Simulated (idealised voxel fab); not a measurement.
process module | voxel transistor to metal
cross-section cut | 185 nm wide | cells 5 nm
A cross-section is a grid of square cells, given in bands from the top down. A band is one or more rows of cells.
Each band's line starts with the height of the band's top and of its bottom, in nm. Then come its materials from left to right, each with its width in nm. One material with "throughout" fills the band from edge to edge. "air" is empty space.
Height 0 is the level under which the wafer as received is all one material. The lowest band goes on downwards, as in "0 down".
A width such as "30 to 40" changes by the same amount from each row of cells to the next, from the band's top row to its bottom row.
"no change" after a step means that no cell of the cross-section changed.
closed voids: empty space of 8 cells or more with no open way to the top, each as width x height at its distance from the left edge, in nm
after a step's settings: what the simulator itself notes on the step
overlay nm, on a step with a mask: how far to the right of its planned place the mask lay; to the left if negative
plan
1 op RECEIVE | material Si
2 op CONFORMAL_DEP | material SiO2 | thk nm 5
3 op CONFORMAL_DEP | material SiN | thk nm 10
4 op DIRECTIONAL_DEP | material aC | thk nm 15
5 op PATTERN | tone cover | mask id ACTIVE | material resist | width nm 100 | thk nm 30 | overlay nm 0
6 op DIRECTIONAL_ETCH | etch materials aC | depth nm 15
7 op STRIP | etch materials resist
8 op DIRECTIONAL_ETCH | etch materials SiN | depth nm 10
9 op DIRECTIONAL_ETCH | etch materials SiO2 | depth nm 5
10 op DIRECTIONAL_ETCH | etch materials Si | depth nm 30
11 op STRIP | etch materials aC
12 op FILL_DEP | material SiO2 | thk nm 15
13 op CMP | height nm 15
14 op SELECTIVE_ETCH | etch materials SiO2 | depth nm 10
15 op STRIP | etch materials SiN
16 op SELECTIVE_ETCH | etch materials SiO2 | depth nm 5
17 op OXIDIZE | depth nm 5
18 op DIRECTIONAL_DEP | material polySi | thk nm 25
19 op DIRECTIONAL_DEP | material SiCN | thk nm 10
20 op DIRECTIONAL_DEP | material aC | thk nm 15
21 op PATTERN | tone cover | mask id GATE | material resist | width nm 20 | thk nm 35 | overlay nm 0
22 op DIRECTIONAL_ETCH | etch materials aC | depth nm 15
23 op STRIP | etch materials resist
24 op DIRECTIONAL_ETCH | etch materials SiCN | depth nm 20
25 op DIRECTIONAL_ETCH | etch materials polySi | depth nm 35
26 op STRIP | etch materials aC
27 op CONFORMAL_DEP | material SiN | thk nm 10
28 op DIRECTIONAL_ETCH | etch materials SiN | depth nm 10
29 op DIRECTIONAL_ETCH | etch materials SiO2 | depth nm 5
30 op DIRECTIONAL_ETCH | etch materials Si | depth nm 10
31 op EPI | material SiGe | thk nm 15
32 op FILL_DEP | material SiO2 | thk nm 5
33 op CMP | height nm 35
34 op DIRECTIONAL_DEP | material SiO2 | thk nm 10
35 op PATTERN | tone open | mask id CONTACT | material resist | width nm 30 | pitch nm 60 | thk nm 15 | overlay nm 0
36 op DIRECTIONAL_ETCH | etch materials SiO2 | depth nm 45
37 op STRIP | etch materials resist
38 op CONFORMAL_DEP | material TiN | thk nm 5
39 op FILL_DEP | material W | thk nm 10
40 op CMP | height nm 45
41 op CONFORMAL_DEP | material SiN | thk nm 5
42 op DIRECTIONAL_DEP | material SiO2 | thk nm 20
43 op MASKED_ETCH | tone open | mask id METAL_1 | width nm 15 | pitch nm 75 | etch materials SiO2 | depth nm 20 | overlay nm 0
44 op MASKED_ETCH | tone open | mask id METAL_1 | width nm 15 | pitch nm 75 | etch materials SiN | depth nm 5 | overlay nm 0
45 op CONFORMAL_DEP | material TiN | thk nm 5
46 op FILL_DEP | material Cu | thk nm 10
47 op CMP | height nm 70
48 op CONFORMAL_DEP | material SiCN | thk nm 5
49 op DIRECTIONAL_DEP | material SiO2 | thk nm 25
50 op PATTERN | tone open | mask id METAL_2 | material resist | width nm 15 | pitch nm 75 | thk nm 15 | overlay nm 0
51 op DIRECTIONAL_ETCH | etch materials SiO2 | depth nm 15
52 op STRIP | etch materials resist
53 op DIRECTIONAL_DEP | material aC | thk nm 15
54 op PATTERN | tone open | mask id METAL_2_HOLES | material resist | width nm 15 | pitch nm 75 | thk nm 35 | overlay nm 0
55 op DIRECTIONAL_ETCH | etch materials aC | depth nm 15
56 op STRIP | etch materials resist
57 op DIRECTIONAL_ETCH | etch materials SiO2 | depth nm 10
58 op DIRECTIONAL_ETCH | etch materials SiCN | depth nm 5
59 op STRIP | etch materials aC
60 op CONFORMAL_DEP | material TiN | thk nm 5
61 op FILL_DEP | material Cu | thk nm 10
62 op CMP | height nm 100
63 op CONFORMAL_DEP | material SiN | thk nm 5
first wafer, as planned
as received, after step 1
  0 down: Si throughout
  closed voids: none
after step 2
  5 to 0: SiO2 throughout
  below 0: unchanged
after step 3
  15 to 5: SiN throughout
  below 5: unchanged
after step 4
  30 to 15: aC throughout
  below 15: unchanged
after step 5
  60 to 30: air 40 | resist 100 | air 45
  below 30: unchanged
after step 6
  45 to 30: air 40 | resist 100 | air 45
  30 to 15: air 40 | aC 100 | air 45
  below 15: unchanged
after step 7
  30 to 15: air 40 | aC 100 | air 45
  below 15: unchanged
after step 8
  30 to 15: air 40 | aC 100 | air 45
  15 to 5: air 40 | SiN 100 | air 45
  below 5: unchanged
after step 9
  30 to 15: air 40 | aC 100 | air 45
  15 to 5: air 40 | SiN 100 | air 45
  5 to 0: air 40 | SiO2 100 | air 45
  below 0: unchanged
after step 10
  30 to 15: air 40 | aC 100 | air 45
  15 to 5: air 40 | SiN 100 | air 45
  5 to 0: air 40 | SiO2 100 | air 45
  0 to -30: air 40 | Si 100 | air 45
  below -30: unchanged
after step 11
  15 to 5: air 40 | SiN 100 | air 45
  below 5: unchanged
after step 12
  30 to 15: SiO2 throughout
  15 to 5: SiO2 40 | SiN 100 | SiO2 45
  5 to 0: SiO2 throughout
  0 to -30: SiO2 40 | Si 100 | SiO2 45
  below -30: unchanged
after step 13
  15 to 5: SiO2 40 | SiN 100 | SiO2 45
  below 5: unchanged
after step 14
  15 to 5: air 40 | SiN 100 | air 45
  below 5: unchanged
after step 15
  5 to 0: SiO2 throughout
  below 0: unchanged
after step 16
  0 to -30: SiO2 40 | Si 100 | SiO2 45
  below -30: unchanged
after step 17
  0 to -5: SiO2 throughout
  below -5: unchanged
after step 18
  25 to 0: polySi throughout
  below 0: unchanged
after step 19
  35 to 25: SiCN throughout
  below 25: unchanged
after step 20
  50 to 35: aC throughout
  below 35: unchanged
after step 21
  85 to 50: air 80 | resist 20 | air 85
  below 50: unchanged
after step 22
  70 to 50: air 80 | resist 20 | air 85
  50 to 35: air 80 | aC 20 | air 85
  below 35: unchanged
after step 23
  50 to 35: air 80 | aC 20 | air 85
  below 35: unchanged
after step 24
  50 to 35: air 80 | aC 20 | air 85
  35 to 25: air 80 | SiCN 20 | air 85
  below 25: unchanged
after step 25
  50 to 35: air 80 | aC 20 | air 85
  35 to 25: air 80 | SiCN 20 | air 85
  25 to 0: air 80 | polySi 20 | air 85
  below 0: unchanged
after step 26
  35 to 25: air 80 | SiCN 20 | air 85
  below 25: unchanged
after step 27
  45 to 35: air 70 | SiN 40 | air 75
  35 to 25: air 70 | SiN 10 | SiCN 20 | SiN 10 | air 75
  25 to 10: air 70 | SiN 10 | polySi 20 | SiN 10 | air 75
  10 to 0: SiN 80 | polySi 20 | SiN 85
  below 0: unchanged
after step 28
  35 to 25: air 70 | SiN 10 | SiCN 20 | SiN 10 | air 75
  25 to 0: air 70 | SiN 10 | polySi 20 | SiN 10 | air 75
  below 0: unchanged
after step 29
  35 to 25: air 70 | SiN 10 | SiCN 20 | SiN 10 | air 75
  25 to 0: air 70 | SiN 10 | polySi 20 | SiN 10 | air 75
  0 to -5: air 70 | SiO2 40 | air 75
  below -5: unchanged
after step 30
  35 to 25: air 70 | SiN 10 | SiCN 20 | SiN 10 | air 75
  25 to 0: air 70 | SiN 10 | polySi 20 | SiN 10 | air 75
  0 to -5: air 70 | SiO2 40 | air 75
  -5 to -15: SiO2 40 | air 30 | Si 40 | air 30 | SiO2 45
  below -15: unchanged
after step 31
  35 to 25: air 70 | SiN 10 | SiCN 20 | SiN 10 | air 75
  25 to 10: air 70 | SiN 10 | polySi 20 | SiN 10 | air 75
  10 to 0: air 55 | SiGe 15 | SiN 10 | polySi 20 | SiN 10 | SiGe 15 | air 60
  0 to -5: air 35 | SiGe 35 | SiO2 40 | SiGe 35 | air 40
  -5 to -15: SiO2 40 | SiGe 30 | Si 40 | SiGe 30 | SiO2 45
  below -15: unchanged
after step 32
  40 to 35: SiO2 throughout
  35 to 25: SiO2 70 | SiN 10 | SiCN 20 | SiN 10 | SiO2 75
  25 to 10: SiO2 70 | SiN 10 | polySi 20 | SiN 10 | SiO2 75
  10 to 0: SiO2 55 | SiGe 15 | SiN 10 | polySi 20 | SiN 10 | SiGe 15 | SiO2 60
  0 to -5: SiO2 35 | SiGe 35 | SiO2 40 | SiGe 35 | SiO2 40
  below -5: unchanged
after step 33
  35 to 25: SiO2 70 | SiN 10 | SiCN 20 | SiN 10 | SiO2 75
  below 25: unchanged
after step 34
  45 to 35: SiO2 throughout
  below 35: unchanged
after step 35
  60 to 45: resist 45 | air 30 | resist 30 | air 30 | resist 50
  below 45: unchanged
after step 36
  60 to 45: resist 45 | air 30 | resist 30 | air 30 | resist 50
  45 to 35: SiO2 45 | air 30 | SiO2 30 | air 30 | SiO2 50
  35 to 25: SiO2 45 | air 25 | SiN 10 | SiCN 20 | SiN 10 | air 25 | SiO2 50
  25 to 10: SiO2 45 | air 25 | SiN 10 | polySi 20 | SiN 10 | air 25 | SiO2 50
  10 to 0: SiO2 45 | air 10 | SiGe 15 | SiN 10 | polySi 20 | SiN 10 | SiGe 15 | air 10 | SiO2 50
  below 0: unchanged
after step 37
  45 to 35: SiO2 45 | air 30 | SiO2 30 | air 30 | SiO2 50
  below 35: unchanged
after step 38
  50 to 45: TiN 50 | air 20 | TiN 40 | air 20 | TiN 55
  45 to 35: SiO2 45 | TiN 5 | air 20 to 15 | TiN 5 to 10 | SiO2 30 | TiN 5 to 10 | air 20 to 15 | TiN 5 | SiO2 50
  35 to 25: SiO2 45 | TiN 5 | air 15 | TiN 5 | SiN 10 | SiCN 20 | SiN 10 | TiN 5 | air 15 | TiN 5 | SiO2 50
  25 to 15: SiO2 45 | TiN 5 | air 15 | TiN 5 | SiN 10 | polySi 20 | SiN 10 | TiN 5 | air 15 | TiN 5 | SiO2 50
  15 to 10: SiO2 45 | TiN 25 | SiN 10 | polySi 20 | SiN 10 | TiN 25 | SiO2 50
  10 to 0: SiO2 45 | TiN 10 | SiGe 15 | SiN 10 | polySi 20 | SiN 10 | SiGe 15 | TiN 10 | SiO2 50
  below 0: unchanged
after step 39
  60 to 50: W throughout
  50 to 45: TiN 50 | W 20 | TiN 40 | W 20 | TiN 55
  45 to 35: SiO2 45 | TiN 5 | W 20 to 15 | TiN 5 to 10 | SiO2 30 | TiN 5 to 10 | W 20 to 15 | TiN 5 | SiO2 50
  35 to 25: SiO2 45 | TiN 5 | W 15 | TiN 5 | SiN 10 | SiCN 20 | SiN 10 | TiN 5 | W 15 | TiN 5 | SiO2 50
  25 to 15: SiO2 45 | TiN 5 | W 15 | TiN 5 | SiN 10 | polySi 20 | SiN 10 | TiN 5 | W 15 | TiN 5 | SiO2 50
  below 15: unchanged
after step 40
  45 to 35: SiO2 45 | TiN 5 | W 20 to 15 | TiN 5 to 10 | SiO2 30 | TiN 5 to 10 | W 20 to 15 | TiN 5 | SiO2 50
  below 35: unchanged
after step 41
  50 to 45: SiN throughout
  below 45: unchanged
after step 42
  70 to 50: SiO2 throughout
  below 50: unchanged
after step 43
  70 to 50: SiO2 45 | air 15 | SiO2 60 | air 15 | SiO2 50
  below 50: unchanged
after step 44
  70 to 50: SiO2 45 | air 15 | SiO2 60 | air 15 | SiO2 50
  50 to 45: SiN 45 | air 15 | SiN 60 | air 15 | SiN 50
  below 45: unchanged
after step 45
  75 to 70: TiN 50 | air 5 | TiN 70 | air 5 | TiN 55
  70 to 50: SiO2 45 | TiN 5 | air 5 | TiN 5 | SiO2 60 | TiN 5 | air 5 | TiN 5 | SiO2 50
  50 to 45: SiN 45 | TiN 15 | SiN 60 | TiN 15 | SiN 50
  below 45: unchanged
after step 46
  85 to 75: Cu throughout
  75 to 70: TiN 50 | Cu 5 | TiN 70 | Cu 5 | TiN 55
  70 to 50: SiO2 45 | TiN 5 | Cu 5 | TiN 5 | SiO2 60 | TiN 5 | Cu 5 | TiN 5 | SiO2 50
  below 50: unchanged
after step 47
  70 to 50: SiO2 45 | TiN 5 | Cu 5 | TiN 5 | SiO2 60 | TiN 5 | Cu 5 | TiN 5 | SiO2 50
  below 50: unchanged
after step 48
  75 to 70: SiCN throughout
  below 70: unchanged
after step 49
  100 to 75: SiO2 throughout
  below 75: unchanged
after step 50
  115 to 100: resist 45 | air 15 | resist 60 | air 15 | resist 50
  below 100: unchanged
after step 51
  115 to 100: resist 45 | air 15 | resist 60 | air 15 | resist 50
  100 to 85: SiO2 45 | air 15 | SiO2 60 | air 15 | SiO2 50
  below 85: unchanged
after step 52
  100 to 85: SiO2 45 | air 15 | SiO2 60 | air 15 | SiO2 50
  below 85: unchanged
after step 53
  115 to 100: aC 45 | air 15 | aC 60 | air 15 | aC 50
  100 to 85: SiO2 45 | aC 15 | SiO2 60 | aC 15 | SiO2 50
  below 85: unchanged
after step 54
  150 to 115: resist 45 | air 15 | resist 60 | air 15 | resist 50
  below 115: unchanged
after step 55
  135 to 115: resist 45 | air 15 | resist 60 | air 15 | resist 50
  115 to 100: aC 45 | air 15 | aC 60 | air 15 | aC 50
  100 to 85: SiO2 45 | air 15 | SiO2 60 | air 15 | SiO2 50
  below 85: unchanged
after step 56
  115 to 100: aC 45 | air 15 | aC 60 | air 15 | aC 50
  below 100: unchanged
after step 57
  115 to 100: aC 45 | air 15 | aC 60 | air 15 | aC 50
  100 to 75: SiO2 45 | air 15 | SiO2 60 | air 15 | SiO2 50
  below 75: unchanged
after step 58
  115 to 100: aC 45 | air 15 | aC 60 | air 15 | aC 50
  100 to 75: SiO2 45 | air 15 | SiO2 60 | air 15 | SiO2 50
  75 to 70: SiCN 45 | air 15 | SiCN 60 | air 15 | SiCN 50
  below 70: unchanged
after step 59
  100 to 75: SiO2 45 | air 15 | SiO2 60 | air 15 | SiO2 50
  below 75: unchanged
after step 60
  105 to 100: TiN 50 | air 5 | TiN 70 | air 5 | TiN 55
  100 to 75: SiO2 45 | TiN 5 | air 5 | TiN 5 | SiO2 60 | TiN 5 | air 5 | TiN 5 | SiO2 50
  75 to 70: SiCN 45 | TiN 15 | SiCN 60 | TiN 15 | SiCN 50
  below 70: unchanged
after step 61
  115 to 105: Cu throughout
  105 to 100: TiN 50 | Cu 5 | TiN 70 | Cu 5 | TiN 55
  100 to 75: SiO2 45 | TiN 5 | Cu 5 | TiN 5 | SiO2 60 | TiN 5 | Cu 5 | TiN 5 | SiO2 50
  below 75: unchanged
after step 62
  100 to 75: SiO2 45 | TiN 5 | Cu 5 | TiN 5 | SiO2 60 | TiN 5 | Cu 5 | TiN 5 | SiO2 50
  below 75: unchanged
after step 63
  105 to 100: SiN throughout
  below 100: unchanged
second wafer: like start, like plan, one mistake. Through step 46 it matches the first wafer
when step 47 should have ended: no change
when step 48 should have ended
  90 to 85: SiCN throughout
  below 85: unchanged
when step 49 should have ended
  115 to 90: SiO2 throughout
  below 90: unchanged
when step 50 should have ended
  130 to 115: resist 45 | air 15 | resist 60 | air 15 | resist 50
  below 115: unchanged
when step 51 should have ended
  130 to 115: resist 45 | air 15 | resist 60 | air 15 | resist 50
  115 to 100: SiO2 45 | air 15 | SiO2 60 | air 15 | SiO2 50
  below 100: unchanged
when step 52 should have ended
  115 to 100: SiO2 45 | air 15 | SiO2 60 | air 15 | SiO2 50
  below 100: unchanged
when step 53 should have ended
  130 to 115: aC 45 | air 15 | aC 60 | air 15 | aC 50
  115 to 100: SiO2 45 | aC 15 | SiO2 60 | aC 15 | SiO2 50
  below 100: unchanged
when step 54 should have ended
  165 to 130: resist 45 | air 15 | resist 60 | air 15 | resist 50
  below 130: unchanged
when step 55 should have ended
  150 to 130: resist 45 | air 15 | resist 60 | air 15 | resist 50
  130 to 115: aC 45 | air 15 | aC 60 | air 15 | aC 50
  115 to 100: SiO2 45 | air 15 | SiO2 60 | air 15 | SiO2 50
  below 100: unchanged
when step 56 should have ended
  130 to 115: aC 45 | air 15 | aC 60 | air 15 | aC 50
  below 115: unchanged
when step 57 should have ended
  130 to 115: aC 45 | air 15 | aC 60 | air 15 | aC 50
  115 to 90: SiO2 45 | air 15 | SiO2 60 | air 15 | SiO2 50
  below 90: unchanged
when step 58 should have ended
  130 to 115: aC 45 | air 15 | aC 60 | air 15 | aC 50
  115 to 90: SiO2 45 | air 15 | SiO2 60 | air 15 | SiO2 50
  90 to 85: SiCN 45 | air 15 | SiCN 60 | air 15 | SiCN 50
  below 85: unchanged
when step 59 should have ended
  115 to 90: SiO2 45 | air 15 | SiO2 60 | air 15 | SiO2 50
  below 90: unchanged
when step 60 should have ended
  120 to 115: TiN 50 | air 5 | TiN 70 | air 5 | TiN 55
  115 to 90: SiO2 45 | TiN 5 | air 5 | TiN 5 | SiO2 60 | TiN 5 | air 5 | TiN 5 | SiO2 50
  90 to 85: SiCN 45 | TiN 15 | SiCN 60 | TiN 15 | SiCN 50
  below 85: unchanged
when step 61 should have ended
  130 to 120: Cu throughout
  120 to 115: TiN 50 | Cu 5 | TiN 70 | Cu 5 | TiN 55
  115 to 90: SiO2 45 | TiN 5 | Cu 5 | TiN 5 | SiO2 60 | TiN 5 | Cu 5 | TiN 5 | SiO2 50
  below 90: unchanged
when step 62 should have ended
  100 to 90: SiO2 45 | TiN 5 | Cu 5 | TiN 5 | SiO2 60 | TiN 5 | Cu 5 | TiN 5 | SiO2 50
  below 90: unchanged
when step 63 should have ended
  105 to 100: SiN throughout
  below 100: unchanged
what went wrong: step 47 was left out
at the end the second wafer has, in cells: 70 more of Cu | 93 fewer of SiO2 | 23 more of TiN
